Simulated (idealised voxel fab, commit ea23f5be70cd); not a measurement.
process module | voxel lift off
cross-section cut | 285 nm wide | cells 5 nm
A cross-section is a grid of square cells, given in bands from the top down. A band is one or more rows of cells.
Each band's line starts with the height of the band's top and of its bottom, in nm. Then come its materials from left to right, each with its width in nm. One material with "throughout" fills the band from edge to edge. "air" is empty space.
Height 0 is the level under which the wafer as received is all one material. The lowest band goes on downwards, as in "0 down".
A width such as "30 to 40" changes by the same amount from each row of cells to the next, from the band's top row to its bottom row.
"no change" after a step means that no cell of the cross-section changed.
closed voids: empty space of 8 cells or more with no open way to the top, each as width x height at its distance from the left edge, in nm
after a step's settings: what the simulator itself notes on the step
overlay nm, on a step with a mask: how far to the right of its planned place the mask lay; to the left if negative
plan
1 op RECEIVE | material Si
2 op CONFORMAL_DEP | material Al2O3 | thk nm 5
3 op PATTERN | tone open | mask id LINES | material resist | width nm 20 | pitch nm 50 | thk nm 20 | overlay nm 0
4 op DIRECTIONAL_DEP | material Ru | thk nm 10
5 op STRIP | etch materials resist
6 op CONFORMAL_DEP | material SiN | thk nm 5
as received, after step 1
  0 down: Si throughout
  closed voids: none
a wafer at the end: this start, this plan, one mistake
  20 to 15: SiN 60 | air 10 | SiN 40 | air 10 | SiN 40 | air 10 | SiN 40 | air 10 | SiN 65
  15 to 10: Ru 55 | SiN 5 | air 10 | SiN 5 | Ru 30 | SiN 5 | air 10 | SiN 5 | Ru 30 | SiN 5 | air 10 | SiN 5 | Ru 30 | SiN 5 | air 10 | SiN 5 | Ru 60
  10 to 5: Ru 55 | SiN 20 | Ru 30 | SiN 20 | Ru 30 | SiN 20 | Ru 30 | SiN 20 | Ru 60
  5 to 0: Al2O3 throughout
  0 down: Si throughout
  closed voids: none
what went wrong: step 3 ran as: op PATTERN | tone cover | mask id LINES | material resist | width nm 20 | pitch nm 50 | thk nm 20 | overlay nm 0
